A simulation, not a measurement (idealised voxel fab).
process module | voxel transistor to metal
cross-section cut | 190 nm wide | cells 5 nm
A cross-section is a grid of square cells, given in bands from the top down. A band is one or more rows of cells.
Each band's line starts with the height of the band's top and of its bottom, in nm. Then come its materials from left to right, each with its width in nm. One material with "throughout" fills the band from edge to edge. "air" is empty space.
Height 0 is the level under which the wafer as received is all one material. The lowest band goes on downwards, as in "0 down".
A width such as "30 to 40" changes by the same amount from each row of cells to the next, from the band's top row to its bottom row.
"no change" after a step means that no cell of the cross-section changed.
closed voids: empty space of 8 cells or more with no open way to the top, each as width x height at its distance from the left edge, in nm
after a step's settings: what the simulator itself notes on the step
overlay nm, on a step with a mask: how far to the right of its planned place the mask lay; to the left if negative
plan
1 op RECEIVE | material Si
2 op OXIDIZE | depth nm 5
3 op CONFORMAL_DEP | material SiN | thk nm 10
4 op PATTERN | tone cover | mask id ACTIVE | material resist | width nm 120 | thk nm 20 | overlay nm 0
5 op DIRECTIONAL_ETCH | etch materials SiN | depth nm 10
6 op DIRECTIONAL_ETCH | etch materials SiO2 | depth nm 5
7 op DIRECTIONAL_ETCH | etch materials Si | depth nm 20
8 op STRIP | etch materials resist
9 op FILL_DEP | material SiO2 | thk nm 15
10 op CMP | height nm 10
11 op SELECTIVE_ETCH | etch materials SiO2 | depth nm 5
12 op STRIP | etch materials SiN
13 op SELECTIVE_ETCH | etch materials SiO2 | depth nm 5
14 op OXIDIZE | depth nm 5
15 op DIRECTIONAL_DEP | material polySi | thk nm 20
16 op DIRECTIONAL_DEP | material SiCN | thk nm 10
17 op DIRECTIONAL_DEP | material aC | thk nm 15
18 op PATTERN | tone cover | mask id GATE | material resist | width nm 30 | thk nm 30 | overlay nm 0
19 op DIRECTIONAL_ETCH | etch materials aC | depth nm 15
20 op STRIP | etch materials resist
21 op DIRECTIONAL_ETCH | etch materials SiCN | depth nm 20
22 op DIRECTIONAL_ETCH | etch materials polySi | depth nm 30
23 op STRIP | etch materials aC
24 op CONFORMAL_DEP | material SiN | thk nm 5
25 op DIRECTIONAL_ETCH | etch materials SiN | depth nm 5
26 op DIRECTIONAL_ETCH | etch materials SiO2 | depth nm 5
27 op DIRECTIONAL_ETCH | etch materials Si | depth nm 10
28 op EPI | material pSi | thk nm 10
29 op FILL_DEP | material SiO2 | thk nm 5
30 op CMP | height nm 15
31 op STRIP | etch materials polySi
32 op SELECTIVE_ETCH | etch materials SiO2 | depth nm 5
33 op CONFORMAL_DEP | material HfO2 | thk nm 5
34 op CONFORMAL_DEP | material TiN | thk nm 5
35 op FILL_DEP | material W | thk nm 5
36 op CMP | height nm 10
37 op DIRECTIONAL_DEP | material SiO2 | thk nm 10
38 op PATTERN | tone open | mask id CONTACT | material resist | width nm 15 | pitch nm 85 | thk nm 20 | overlay nm 0
39 op DIRECTIONAL_ETCH | etch materials SiO2 | depth nm 30
40 op STRIP | etch materials resist
41 op CONFORMAL_DEP | material TiN | thk nm 5
42 op FILL_DEP | material W | thk nm 5
43 op CMP | height nm 20
44 op CONFORMAL_DEP | material SiCN | thk nm 5
45 op DIRECTIONAL_DEP | material SiO2 | thk nm 15
46 op PATTERN | tone open | mask id METAL_1 | material resist | width nm 15 | pitch nm 85 | thk nm 20 | overlay nm 0
47 op DIRECTIONAL_ETCH | etch materials SiO2 | depth nm 15
48 op DIRECTIONAL_ETCH | etch materials SiCN | depth nm 5
49 op STRIP | etch materials resist
50 op CONFORMAL_DEP | material TiN | thk nm 5
51 op FILL_DEP | material W | thk nm 5
52 op CMP | height nm 40
53 op CONFORMAL_DEP | material SiCN | thk nm 5
54 op DIRECTIONAL_DEP | material lowk | thk nm 25
55 op DIRECTIONAL_DEP | material aC | thk nm 15
56 op PATTERN | tone open | mask id METAL_2 | material resist | width nm 15 | pitch nm 85 | thk nm 30 | overlay nm 0
57 op DIRECTIONAL_ETCH | etch materials aC | depth nm 15
58 op STRIP | etch materials resist
59 op DIRECTIONAL_ETCH | etch materials lowk | depth nm 15
60 op STRIP | etch materials aC
61 op PATTERN | tone open | mask id METAL_2_HOLES | material resist | width nm 15 | pitch nm 85 | thk nm 20 | overlay nm 0
62 op DIRECTIONAL_ETCH | etch materials lowk | depth nm 10
63 op DIRECTIONAL_ETCH | etch materials SiCN | depth nm 5
64 op STRIP | etch materials resist
65 op CONFORMAL_DEP | material TiN | thk nm 5
66 op FILL_DEP | material Cu | thk nm 10
67 op CMP | height nm 70
68 op CONFORMAL_DEP | material SiN | thk nm 5
as received, after step 1
  0 down: Si throughout
  closed voids: none
a wafer at the end: this start, this plan, one mistake
  75 to 70: SiN throughout
  70 to 45: lowk 45 | TiN 5 | Cu 5 | TiN 5 | lowk 70 | TiN 5 | Cu 5 | TiN 5 | lowk 45
  45 to 40: SiCN 45 | TiN 15 | SiCN 70 | TiN 15 | SiCN 45
  40 to 25: SiO2 45 | TiN 5 | W 5 | TiN 5 | SiO2 70 | TiN 5 | W 5 | TiN 5 | SiO2 45
  25 to 20: SiCN 45 | TiN 15 | SiCN 70 | TiN 15 | SiCN 45
  20 to 10: SiO2 45 | TiN 5 | W 5 | TiN 5 | SiO2 70 | TiN 5 | W 5 | TiN 5 | SiO2 45
  10 to 0: SiO2 45 | TiN 5 | W 5 | TiN 5 | SiO2 15 | SiN 5 | HfO2 5 | TiN 5 | W 10 | TiN 5 | HfO2 5 | SiN 5 | SiO2 15 | TiN 5 | W 5 | TiN 5 | SiO2 45
  0 to -5: SiO2 25 | SiN 5 | SiO2 15 | TiN 15 | SiO2 5 | pSi 10 | SiN 5 | HfO2 5 | TiN 20 | HfO2 5 | SiN 5 | pSi 10 | SiO2 5 | TiN 15 | SiO2 15 | SiN 5 | SiO2 25
  -5 to -10: SiO2 25 | SiN 10 | pSi 15 | TiN 10 | SiO2 5 | pSi 10 | HfO2 40 | pSi 10 | SiO2 5 | TiN 10 | pSi 15 | SiN 10 | SiO2 25
  -10 to -15: SiO2 40 | pSi 35 | Si 40 | pSi 35 | SiO2 40
  -15 to -20: SiO2 35 | Si 5 | pSi 35 | Si 40 | pSi 35 | Si 5 | SiO2 35
  -20 to -25: SiO2 35 | Si 120 | SiO2 35
  -25 down: Si throughout
  closed voids: none
what went wrong: steps 11 and 12 were swapped
